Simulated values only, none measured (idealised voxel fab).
Module name: voxel double patterning (process module)
Section cut is 230 nm wide and gridded with 5 nm square cells.
Cross-section spec: square-cell grid; bands listed top down; each band is one or more rows. Within each band entry, the heights of the top and of the bottom of the band appear first, in that order and in nm; the materials of the band then follow from left to right, each with its corresponding width in nm. The designation "everywhere" on a single material indicates that it fills the band from edge to edge; the designation "air" indicates empty space. Note: height 0 marks the level under which the wafer is uniformly one material as received. Lowest band unbounded below, written "0 and below". You'd read "30..40" like this: the band's top row of cells is as wide as the first number, its bottom row is as wide as the second, and going down, every row changes width by the same amount as the row before did. You'll sometimes find "everything unchanged" written for a step, and that's the way of saying that nowhere in the cross-section did a cell change during that step. "Sealed void list" contains a list of empty spaces, each no smaller than 8 cells and without an open way to the top, written in the form width x height at distance with the distance from the left edge and all three in nm. That trailing text on a step's line, after the settings, is the simulator's own remark on the step. overlay nm: how far to the right of its planned place the mask lay on this masked step (negative: to the left).

The process steps that were planned are listed below
step 1: RECEIVE with material Si
step 2: CONFORMAL_DEP with material SiN, thk nm 5
step 3: DIRECTIONAL_DEP with material SiO2, thk nm 15
step 4: DIRECTIONAL_DEP with material SiCN, thk nm 10
step 5: PATTERN with tone open, mask id FIRST, material resist, width nm 15, pitch nm 50, thk nm 15, overlay nm 0
step 6: DIRECTIONAL_ETCH with etch materials SiCN, depth nm 10
step 7: STRIP with etch materials resist
step 8: PATTERN with tone open, mask id SECOND, material resist, width nm 15, pitch nm 50, thk nm 20, overlay nm 0
step 9: DIRECTIONAL_ETCH with etch materials SiCN, depth nm 10
step 10: STRIP with etch materials resist
step 11: DIRECTIONAL_ETCH with etch materials SiO2, depth nm 15
step 12: STRIP with etch materials SiCN

Wafer cross-section on receipt, i.e. after step 1
	0 and below  Si everywhere
	Sealed void list: none

First of two wafers, end-of-module section, run followed plan
	20 down to 5  SiO2 (55) | air (15) | SiO2 (10) | air (15) | SiO2 (10) | air (15) | SiO2 (10) | air (15) | SiO2 (10) | air (15) | SiO2 (60)
	5 down to 0  SiN everywhere
	0 and below  Si everywhere
	Sealed void list: none

Cross-section at end of module for the second wafer of two, which matched the first in starting point and plan and differed by one mistake in its processing
	20 down to 5  SiO2 (55) | air (15) | SiO2 (5) | air (25) | SiO2 (5) | air (15) | SiO2 (5) | air (25) | SiO2 (5) | air (15) | SiO2 (60)
	5 down to 0  SiN everywhere
	0 and below  Si everywhere
	Sealed void list: none
Error vs. plan: contrary to plan, step 8 was performed as PATTERN with tone open, mask id SECOND, material resist, width nm 25, pitch nm 50, thk nm 20, overlay nm 0
Final wafer comparison in cells, second versus first, more or fewer per material: SiO2: 12 fewer
